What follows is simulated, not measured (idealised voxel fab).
process module | voxel ribs on slabs
cross-section cut | 240 nm wide | cells 5 nm
A cross-section is a grid of square cells, given in bands from the top down. A band is one or more rows of cells.
Each band's line starts with the height of the band's top and of its bottom, in nm. Then come its materials from left to right, each with its width in nm. One material with "throughout" fills the band from edge to edge. "air" is empty space.
Height 0 is the level under which the wafer as received is all one material. The lowest band goes on downwards, as in "0 down".
A width such as "30 to 40" changes by the same amount from each row of cells to the next, from the band's top row to its bottom row.
"no change" after a step means that no cell of the cross-section changed.
closed voids: empty space of 8 cells or more with no open way to the top, each as width x height at its distance from the left edge, in nm
after a step's settings: what the simulator itself notes on the step
overlay nm, on a step with a mask: how far to the right of its planned place the mask lay; to the left if negative
plan
1 op RECEIVE | material Si
2 op DIRECTIONAL_DEP | material SiO2 | thk nm 30
3 op DIRECTIONAL_DEP | material SiN | thk nm 20
4 op MASKED_ETCH | tone cover | mask id RIB | width nm 30 | etch materials SiN | depth nm 10 | overlay nm 0
5 op PATTERN | tone cover | mask id SLAB | material resist | width nm 60 | thk nm 20 | overlay nm 0
6 op DIRECTIONAL_ETCH | etch materials SiN | depth nm 10
7 op STRIP | etch materials resist
8 op FILL_DEP | material SiO2 | thk nm 20
9 op CMP | height nm 60
10 op DIRECTIONAL_DEP | material TiN | thk nm 10
11 op MASKED_ETCH | tone cover | mask id HEATER | width nm 40 | etch materials TiN | depth nm 10 | overlay nm 0
12 op CONFORMAL_DEP | material SiO2 | thk nm 5
as received, after step 1
  0 down: Si throughout
  closed voids: none
first wafer at the end, as planned
  75 to 70: air 95 | SiO2 50 | air 95
  70 to 65: air 95 | SiO2 5 | TiN 40 | SiO2 5 | air 95
  65 to 60: SiO2 100 | TiN 40 | SiO2 100
  60 to 50: SiO2 throughout
  50 to 40: SiO2 105 | SiN 30 | SiO2 105
  40 to 30: SiO2 90 | SiN 60 | SiO2 90
  30 to 0: SiO2 throughout
  0 down: Si throughout
  closed voids: none
second wafer at the end: like start, like plan, one mistake
  85 to 75: air 85 | SiO2 70 | air 85
  75 to 70: SiO2 throughout
  70 to 60: SiO2 100 | TiN 40 | SiO2 100
  60 to 50: SiO2 throughout
  50 to 40: SiO2 105 | SiN 30 | SiO2 105
  40 to 30: SiO2 90 | SiN 60 | SiO2 90
  30 to 0: SiO2 throughout
  0 down: Si throughout
  closed voids: none
what went wrong: step 12 ran as: op CONFORMAL_DEP | material SiO2 | thk nm 15
at the end the second wafer has, in cells: 104 more of SiO2
